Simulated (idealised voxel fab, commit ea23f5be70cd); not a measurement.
process module | voxel trench capacitor
cross-section cut | 250 nm wide | cells 5 nm
A cross-section is a grid of square cells, given in bands from the top down. A band is one or more rows of cells.
Each band's line starts with the height of the band's top and of its bottom, in nm. Then come its materials from left to right, each with its width in nm. One material with "throughout" fills the band from edge to edge. "air" is empty space.
Height 0 is the level under which the wafer as received is all one material. The lowest band goes on downwards, as in "0 down".
A width such as "30 to 40" changes by the same amount from each row of cells to the next, from the band's top row to its bottom row.
"no change" after a step means that no cell of the cross-section changed.
closed voids: empty space of 8 cells or more with no open way to the top, each as width x height at its distance from the left edge, in nm
after a step's settings: what the simulator itself notes on the step
overlay nm, on a step with a mask: how far to the right of its planned place the mask lay; to the left if negative
plan
1 op RECEIVE | material Si
2 op CONFORMAL_DEP | material SiN | thk nm 10
3 op DIRECTIONAL_DEP | material aC | thk nm 15
4 op PATTERN | tone open | mask id TRENCH | material resist | width nm 30 | pitch nm 60 | thk nm 35 | overlay nm 0
5 op DIRECTIONAL_ETCH | etch materials aC | depth nm 15
6 op STRIP | etch materials resist
7 op DIRECTIONAL_ETCH | etch materials SiN | depth nm 10
8 op DIRECTIONAL_ETCH | etch materials Si | depth nm 25
9 op STRIP | etch materials aC
10 op CONFORMAL_DEP | material Al2O3 | thk nm 5
11 op CONFORMAL_DEP | material TiN | thk nm 5
12 op FILL_DEP | material W | thk nm 5
13 op CMP | height nm 10
as received, after step 1
  0 down: Si throughout
  closed voids: none
first wafer at the end, as planned
  10 to 0: SiN 80 | Al2O3 5 | TiN 5 | W 10 | TiN 5 | Al2O3 5 | SiN 30 | Al2O3 5 | TiN 5 | W 10 | TiN 5 | Al2O3 5 | SiN 80
  0 to -15: Si 80 | Al2O3 5 | TiN 5 | W 10 | TiN 5 | Al2O3 5 | Si 30 | Al2O3 5 | TiN 5 | W 10 | TiN 5 | Al2O3 5 | Si 80
  -15 to -20: Si 80 | Al2O3 5 | TiN 20 | Al2O3 5 | Si 30 | Al2O3 5 | TiN 20 | Al2O3 5 | Si 80
  -20 to -25: Si 80 | Al2O3 30 | Si 30 | Al2O3 30 | Si 80
  -25 down: Si throughout
  closed voids: none
second wafer at the end: like start, like plan, one mistake
  10 to 0: SiN 80 | Al2O3 5 | TiN 5 | W 10 | TiN 5 | Al2O3 5 | SiN 30 | Al2O3 5 | TiN 5 | W 10 | TiN 5 | Al2O3 5 | SiN 80
  0 to -40: Si 80 | Al2O3 5 | TiN 5 | W 10 | TiN 5 | Al2O3 5 | Si 30 | Al2O3 5 | TiN 5 | W 10 | TiN 5 | Al2O3 5 | Si 80
  -40 to -45: Si 80 | Al2O3 5 | TiN 20 | Al2O3 5 | Si 30 | Al2O3 5 | TiN 20 | Al2O3 5 | Si 80
  -45 to -50: Si 80 | Al2O3 30 | Si 30 | Al2O3 30 | Si 80
  -50 down: Si throughout
  closed voids: none
what went wrong: step 8 was run twice
at the end the second wafer has, in cells: 20 more of Al2O3 | 60 fewer of Si | 20 more of TiN | 20 more of W
